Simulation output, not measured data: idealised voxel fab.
process module | voxel wiring stack
cross-section cut | 200 nm wide | cells 5 nm
A cross-section is a grid of square cells, given in bands from the top down. A band is one or more rows of cells.
Each band's line starts with the height of the band's top and of its bottom, in nm. Then come its materials from left to right, each with its width in nm. One material with "throughout" fills the band from edge to edge. "air" is empty space.
Height 0 is the level under which the wafer as received is all one material. The lowest band goes on downwards, as in "0 down".
A width such as "30 to 40" changes by the same amount from each row of cells to the next, from the band's top row to its bottom row.
"no change" after a step means that no cell of the cross-section changed.
closed voids: empty space of 8 cells or more with no open way to the top, each as width x height at its distance from the left edge, in nm
after a step's settings: what the simulator itself notes on the step
overlay nm, on a step with a mask: how far to the right of its planned place the mask lay; to the left if negative
plan
1 op RECEIVE | material Si
2 op CONFORMAL_DEP | material SiO2 | thk nm 15
3 op CONFORMAL_DEP | material SiCN | thk nm 5
4 op DIRECTIONAL_DEP | material lowk | thk nm 20
5 op DIRECTIONAL_DEP | material aC | thk nm 10
6 op PATTERN | tone open | mask id METAL_1 | material resist | width nm 25 | pitch nm 40 | thk nm 25 | overlay nm 0
7 op DIRECTIONAL_ETCH | etch materials aC | depth nm 10
8 op STRIP | etch materials resist
9 op DIRECTIONAL_ETCH | etch materials lowk | depth nm 20
10 op DIRECTIONAL_ETCH | etch materials SiCN | depth nm 5
11 op STRIP | etch materials aC
12 op CONFORMAL_DEP | material TiN | thk nm 5
13 op FILL_DEP | material Ru | thk nm 10
14 op CMP | height nm 40
15 op CONFORMAL_DEP | material SiCN | thk nm 5
16 op DIRECTIONAL_DEP | material lowk | thk nm 35
17 op DIRECTIONAL_DEP | material aC | thk nm 15
18 op PATTERN | tone open | mask id METAL_2_HOLES | material resist | width nm 15 | pitch nm 40 | thk nm 30 | overlay nm 0
19 op DIRECTIONAL_ETCH | etch materials aC | depth nm 15
20 op STRIP | etch materials resist
21 op DIRECTIONAL_ETCH | etch materials lowk | depth nm 35
22 op STRIP | etch materials aC
23 op DIRECTIONAL_DEP | material aC | thk nm 10
24 op PATTERN | tone open | mask id METAL_2 | material resist | width nm 25 | pitch nm 40 | thk nm 25 | overlay nm 0
25 op DIRECTIONAL_ETCH | etch materials aC | depth nm 10
26 op STRIP | etch materials resist
27 op DIRECTIONAL_ETCH | etch materials lowk | depth nm 20
28 op DIRECTIONAL_ETCH | etch materials SiCN | depth nm 5
29 op STRIP | etch materials aC
30 op CONFORMAL_DEP | material TiN | thk nm 5
31 op FILL_DEP | material Cu | thk nm 5
32 op CMP | height nm 80
33 op CONFORMAL_DEP | material SiCN | thk nm 5
34 op DIRECTIONAL_DEP | material lowk | thk nm 10
35 op MASKED_ETCH | tone open | mask id PLUG_2 | width nm 15 | pitch nm 80 | etch materials lowk | depth nm 10 | overlay nm 0
36 op MASKED_ETCH | tone open | mask id PLUG_2 | width nm 15 | pitch nm 80 | etch materials SiCN | depth nm 5 | overlay nm 0
37 op CONFORMAL_DEP | material TiN | thk nm 5
38 op FILL_DEP | material W | thk nm 10
39 op CMP | height nm 95
40 op DIRECTIONAL_DEP | material TiN | thk nm 5
41 op DIRECTIONAL_DEP | material Ru | thk nm 25
42 op PATTERN | tone cover | mask id METAL_3 | material resist | width nm 25 | pitch nm 40 | thk nm 20 | overlay nm 0
43 op DIRECTIONAL_ETCH | etch materials Ru | depth nm 25
44 op DIRECTIONAL_ETCH | etch materials TiN | depth nm 5
45 op STRIP | etch materials resist
46 op FILL_DEP | material lowk | thk nm 10
47 op CMP | height nm 125
48 op CONFORMAL_DEP | material SiCN | thk nm 5
first wafer, as planned
as received, after step 1
  0 down: Si throughout
  closed voids: none
after step 2
  15 to 0: SiO2 throughout
  below 0: unchanged
after step 3
  20 to 15: SiCN throughout
  below 15: unchanged
after step 4
  40 to 20: lowk throughout
  below 20: unchanged
after step 5
  50 to 40: aC throughout
  below 40: unchanged
after step 6
  75 to 50: resist 25 | air 25 | resist 15 | air 25 | resist 15 | air 25 | resist 15 | air 25 | resist 30
  below 50: unchanged
after step 7
  65 to 50: resist 25 | air 25 | resist 15 | air 25 | resist 15 | air 25 | resist 15 | air 25 | resist 30
  50 to 40: aC 25 | air 25 | aC 15 | air 25 | aC 15 | air 25 | aC 15 | air 25 | aC 30
  below 40: unchanged
after step 8
  50 to 40: aC 25 | air 25 | aC 15 | air 25 | aC 15 | air 25 | aC 15 | air 25 | aC 30
  below 40: unchanged
after step 9
  50 to 40: aC 25 | air 25 | aC 15 | air 25 | aC 15 | air 25 | aC 15 | air 25 | aC 30
  40 to 20: lowk 25 | air 25 | lowk 15 | air 25 | lowk 15 | air 25 | lowk 15 | air 25 | lowk 30
  below 20: unchanged
after step 10
  50 to 40: aC 25 | air 25 | aC 15 | air 25 | aC 15 | air 25 | aC 15 | air 25 | aC 30
  40 to 20: lowk 25 | air 25 | lowk 15 | air 25 | lowk 15 | air 25 | lowk 15 | air 25 | lowk 30
  20 to 15: SiCN 25 | air 25 | SiCN 15 | air 25 | SiCN 15 | air 25 | SiCN 15 | air 25 | SiCN 30
  below 15: unchanged
after step 11
  40 to 20: lowk 25 | air 25 | lowk 15 | air 25 | lowk 15 | air 25 | lowk 15 | air 25 | lowk 30
  below 20: unchanged
after step 12
  45 to 40: TiN 30 | air 15 | TiN 25 | air 15 | TiN 25 | air 15 | TiN 25 | air 15 | TiN 35
  40 to 20: lowk 25 | TiN 5 | air 15 | TiN 5 | lowk 15 | TiN 5 | air 15 | TiN 5 | lowk 15 | TiN 5 | air 15 | TiN 5 | lowk 15 | TiN 5 | air 15 | TiN 5 | lowk 30
  20 to 15: SiCN 25 | TiN 25 | SiCN 15 | TiN 25 | SiCN 15 | TiN 25 | SiCN 15 | TiN 25 | SiCN 30
  below 15: unchanged
after step 13
  55 to 45: Ru throughout
  45 to 40: TiN 30 | Ru 15 | TiN 25 | Ru 15 | TiN 25 | Ru 15 | TiN 25 | Ru 15 | TiN 35
  40 to 20: lowk 25 | TiN 5 | Ru 15 | TiN 5 | lowk 15 | TiN 5 | Ru 15 | TiN 5 | lowk 15 | TiN 5 | Ru 15 | TiN 5 | lowk 15 | TiN 5 | Ru 15 | TiN 5 | lowk 30
  below 20: unchanged
after step 14
  40 to 20: lowk 25 | TiN 5 | Ru 15 | TiN 5 | lowk 15 | TiN 5 | Ru 15 | TiN 5 | lowk 15 | TiN 5 | Ru 15 | TiN 5 | lowk 15 | TiN 5 | Ru 15 | TiN 5 | lowk 30
  below 20: unchanged
after step 15
  45 to 40: SiCN throughout
  below 40: unchanged
after step 16
  80 to 45: lowk throughout
  below 45: unchanged
after step 17
  95 to 80: aC throughout
  below 80: unchanged
after step 18
  125 to 95: resist 25 | air 15 | resist 25 | air 15 | resist 25 | air 15 | resist 25 | air 15 | resist 40
  below 95: unchanged
after step 19
  110 to 95: resist 25 | air 15 | resist 25 | air 15 | resist 25 | air 15 | resist 25 | air 15 | resist 40
  95 to 80: aC 25 | air 15 | aC 25 | air 15 | aC 25 | air 15 | aC 25 | air 15 | aC 40
  below 80: unchanged
after step 20
  95 to 80: aC 25 | air 15 | aC 25 | air 15 | aC 25 | air 15 | aC 25 | air 15 | aC 40
  below 80: unchanged
after step 21
  95 to 80: aC 25 | air 15 | aC 25 | air 15 | aC 25 | air 15 | aC 25 | air 15 | aC 40
  80 to 45: lowk 25 | air 15 | lowk 25 | air 15 | lowk 25 | air 15 | lowk 25 | air 15 | lowk 40
  below 45: unchanged
after step 22
  80 to 45: lowk 25 | air 15 | lowk 25 | air 15 | lowk 25 | air 15 | lowk 25 | air 15 | lowk 40
  below 45: unchanged
after step 23
  90 to 80: aC 25 | air 15 | aC 25 | air 15 | aC 25 | air 15 | aC 25 | air 15 | aC 40
  80 to 55: lowk 25 | air 15 | lowk 25 | air 15 | lowk 25 | air 15 | lowk 25 | air 15 | lowk 40
  55 to 45: lowk 25 | aC 15 | lowk 25 | aC 15 | lowk 25 | aC 15 | lowk 25 | aC 15 | lowk 40
  below 45: unchanged
after step 24
  115 to 90: resist 25 | air 25 | resist 15 | air 25 | resist 15 | air 25 | resist 15 | air 25 | resist 30
  below 90: unchanged
after step 25
  105 to 90: resist 25 | air 25 | resist 15 | air 25 | resist 15 | air 25 | resist 15 | air 25 | resist 30
  90 to 80: aC 25 | air 25 | aC 15 | air 25 | aC 15 | air 25 | aC 15 | air 25 | aC 30
  80 to 45: lowk 25 | air 15 | lowk 25 | air 15 | lowk 25 | air 15 | lowk 25 | air 15 | lowk 40
  below 45: unchanged
after step 26
  90 to 80: aC 25 | air 25 | aC 15 | air 25 | aC 15 | air 25 | aC 15 | air 25 | aC 30
  below 80: unchanged
after step 27
  90 to 80: aC 25 | air 25 | aC 15 | air 25 | aC 15 | air 25 | aC 15 | air 25 | aC 30
  80 to 60: lowk 25 | air 25 | lowk 15 | air 25 | lowk 15 | air 25 | lowk 15 | air 25 | lowk 30
  below 60: unchanged
after step 28
  90 to 80: aC 25 | air 25 | aC 15 | air 25 | aC 15 | air 25 | aC 15 | air 25 | aC 30
  80 to 60: lowk 25 | air 25 | lowk 15 | air 25 | lowk 15 | air 25 | lowk 15 | air 25 | lowk 30
  60 to 45: lowk 25 | air 15 | lowk 25 | air 15 | lowk 25 | air 15 | lowk 25 | air 15 | lowk 40
  45 to 40: SiCN 25 | air 15 | SiCN 25 | air 15 | SiCN 25 | air 15 | SiCN 25 | air 15 | SiCN 40
  below 40: unchanged
after step 29
  80 to 60: lowk 25 | air 25 | lowk 15 | air 25 | lowk 15 | air 25 | lowk 15 | air 25 | lowk 30
  below 60: unchanged
after step 30
  85 to 80: TiN 30 | air 15 | TiN 25 | air 15 | TiN 25 | air 15 | TiN 25 | air 15 | TiN 35
  80 to 65: lowk 25 | TiN 5 | air 15 | TiN 5 | lowk 15 | TiN 5 | air 15 | TiN 5 | lowk 15 | TiN 5 | air 15 | TiN 5 | lowk 15 | TiN 5 | air 15 | TiN 5 | lowk 30
  65 to 60: lowk 25 | TiN 5 | air 5 | TiN 15 | lowk 15 | TiN 5 | air 5 | TiN 15 | lowk 15 | TiN 5 | air 5 | TiN 15 | lowk 15 | TiN 5 | air 5 | TiN 15 | lowk 30
  60 to 45: lowk 25 | TiN 5 | air 5 | TiN 5 | lowk 25 | TiN 5 | air 5 | TiN 5 | lowk 25 | TiN 5 | air 5 | TiN 5 | lowk 25 | TiN 5 | air 5 | TiN 5 | lowk 40
  45 to 40: SiCN 25 | TiN 15 | SiCN 25 | TiN 15 | SiCN 25 | TiN 15 | SiCN 25 | TiN 15 | SiCN 40
  below 40: unchanged
after step 31
  90 to 85: Cu throughout
  85 to 80: TiN 30 | Cu 15 | TiN 25 | Cu 15 | TiN 25 | Cu 15 | TiN 25 | Cu 15 | TiN 35
  80 to 65: lowk 25 | TiN 5 | Cu 15 | TiN 5 | lowk 15 | TiN 5 | Cu 15 | TiN 5 | lowk 15 | TiN 5 | Cu 15 | TiN 5 | lowk 15 | TiN 5 | Cu 15 | TiN 5 | lowk 30
  65 to 60: lowk 25 | TiN 5 | Cu 5 | TiN 15 | lowk 15 | TiN 5 | Cu 5 | TiN 15 | lowk 15 | TiN 5 | Cu 5 | TiN 15 | lowk 15 | TiN 5 | Cu 5 | TiN 15 | lowk 30
  60 to 45: lowk 25 | TiN 5 | Cu 5 | TiN 5 | lowk 25 | TiN 5 | Cu 5 | TiN 5 | lowk 25 | TiN 5 | Cu 5 | TiN 5 | lowk 25 | TiN 5 | Cu 5 | TiN 5 | lowk 40
  below 45: unchanged
after step 32
  80 to 65: lowk 25 | TiN 5 | Cu 15 | TiN 5 | lowk 15 | TiN 5 | Cu 15 | TiN 5 | lowk 15 | TiN 5 | Cu 15 | TiN 5 | lowk 15 | TiN 5 | Cu 15 | TiN 5 | lowk 30
  below 65: unchanged
after step 33
  85 to 80: SiCN throughout
  below 80: unchanged
after step 34
  95 to 85: lowk throughout
  below 85: unchanged
after step 35
  95 to 85: lowk 25 | air 15 | lowk 65 | air 15 | lowk 80
  below 85: unchanged
after step 36
  95 to 85: lowk 25 | air 15 | lowk 65 | air 15 | lowk 80
  85 to 80: SiCN 25 | air 15 | SiCN 65 | air 15 | SiCN 80
  below 80: unchanged
after step 37
  100 to 95: TiN 30 | air 5 | TiN 75 | air 5 | TiN 85
  95 to 85: lowk 25 | TiN 5 | air 5 | TiN 5 | lowk 65 | TiN 5 | air 5 | TiN 5 | lowk 80
  85 to 80: SiCN 25 | TiN 15 | SiCN 65 | TiN 15 | SiCN 80
  below 80: unchanged
after step 38
  110 to 100: W throughout
  100 to 95: TiN 30 | W 5 | TiN 75 | W 5 | TiN 85
  95 to 85: lowk 25 | TiN 5 | W 5 | TiN 5 | lowk 65 | TiN 5 | W 5 | TiN 5 | lowk 80
  below 85: unchanged
after step 39
  95 to 85: lowk 25 | TiN 5 | W 5 | TiN 5 | lowk 65 | TiN 5 | W 5 | TiN 5 | lowk 80
  below 85: unchanged
after step 40
  100 to 95: TiN throughout
  below 95: unchanged
after step 41
  125 to 100: Ru throughout
  below 100: unchanged
after step 42
  145 to 125: air 25 | resist 25 | air 15 | resist 25 | air 15 | resist 25 | air 15 | resist 25 | air 30
  below 125: unchanged
after step 43
  145 to 125: air 25 | resist 25 | air 15 | resist 25 | air 15 | resist 25 | air 15 | resist 25 | air 30
  125 to 100: air 25 | Ru 25 | air 15 | Ru 25 | air 15 | Ru 25 | air 15 | Ru 25 | air 30
  below 100: unchanged
after step 44
  145 to 125: air 25 | resist 25 | air 15 | resist 25 | air 15 | resist 25 | air 15 | resist 25 | air 30
  125 to 100: air 25 | Ru 25 | air 15 | Ru 25 | air 15 | Ru 25 | air 15 | Ru 25 | air 30
  100 to 95: air 25 | TiN 25 | air 15 | TiN 25 | air 15 | TiN 25 | air 15 | TiN 25 | air 30
  below 95: unchanged
after step 45
  125 to 100: air 25 | Ru 25 | air 15 | Ru 25 | air 15 | Ru 25 | air 15 | Ru 25 | air 30
  below 100: unchanged
after step 46
  135 to 125: lowk throughout
  125 to 100: lowk 25 | Ru 25 | lowk 15 | Ru 25 | lowk 15 | Ru 25 | lowk 15 | Ru 25 | lowk 30
  100 to 95: lowk 25 | TiN 25 | lowk 15 | TiN 25 | lowk 15 | TiN 25 | lowk 15 | TiN 25 | lowk 30
  below 95: unchanged
after step 47
  125 to 100: lowk 25 | Ru 25 | lowk 15 | Ru 25 | lowk 15 | Ru 25 | lowk 15 | Ru 25 | lowk 30
  below 100: unchanged
after step 48
  130 to 125: SiCN throughout
  below 125: unchanged
second wafer: like start, like plan, one mistake. Through step 32 it matches the first wafer
when step 33 should have ended
  90 to 80: lowk throughout
  below 80: unchanged
when step 34 should have ended
  95 to 90: SiCN throughout
  below 90: unchanged
when step 35 should have ended: no change
when step 36 should have ended
  95 to 90: SiCN 25 | air 15 | SiCN 65 | air 15 | SiCN 80
  below 90: unchanged
when step 37 should have ended
  100 to 95: TiN 30 | air 5 | TiN 75 | air 5 | TiN 85
  95 to 90: SiCN 25 | TiN 15 | SiCN 65 | TiN 15 | SiCN 80
  below 90: unchanged
when step 38 should have ended
  110 to 100: W throughout
  100 to 95: TiN 30 | W 5 | TiN 75 | W 5 | TiN 85
  below 95: unchanged
when step 39 should have ended
  95 to 90: SiCN 25 | TiN 15 | SiCN 65 | TiN 15 | SiCN 80
  below 90: unchanged
when step 40 should have ended
  100 to 95: TiN throughout
  below 95: unchanged
when step 41 should have ended
  125 to 100: Ru throughout
  below 100: unchanged
when step 42 should have ended
  145 to 125: air 25 | resist 25 | air 15 | resist 25 | air 15 | resist 25 | air 15 | resist 25 | air 30
  below 125: unchanged
when step 43 should have ended
  145 to 125: air 25 | resist 25 | air 15 | resist 25 | air 15 | resist 25 | air 15 | resist 25 | air 30
  125 to 100: air 25 | Ru 25 | air 15 | Ru 25 | air 15 | Ru 25 | air 15 | Ru 25 | air 30
  below 100: unchanged
when step 44 should have ended
  145 to 125: air 25 | resist 25 | air 15 | resist 25 | air 15 | resist 25 | air 15 | resist 25 | air 30
  125 to 100: air 25 | Ru 25 | air 15 | Ru 25 | air 15 | Ru 25 | air 15 | Ru 25 | air 30
  100 to 95: air 25 | TiN 25 | air 15 | TiN 25 | air 15 | TiN 25 | air 15 | TiN 25 | air 30
  below 95: unchanged
when step 45 should have ended
  125 to 100: air 25 | Ru 25 | air 15 | Ru 25 | air 15 | Ru 25 | air 15 | Ru 25 | air 30
  below 100: unchanged
when step 46 should have ended
  135 to 125: lowk throughout
  125 to 100: lowk 25 | Ru 25 | lowk 15 | Ru 25 | lowk 15 | Ru 25 | lowk 15 | Ru 25 | lowk 30
  100 to 95: lowk 25 | TiN 25 | lowk 15 | TiN 25 | lowk 15 | TiN 25 | lowk 15 | TiN 25 | lowk 30
  below 95: unchanged
when step 47 should have ended
  125 to 100: lowk 25 | Ru 25 | lowk 15 | Ru 25 | lowk 15 | Ru 25 | lowk 15 | Ru 25 | lowk 30
  below 100: unchanged
when step 48 should have ended
  130 to 125: SiCN throughout
  below 125: unchanged
what went wrong: steps 33 and 34 were swapped
at the end the second wafer has, in cells: 8 fewer of TiN | 4 fewer of W | 12 more of lowk
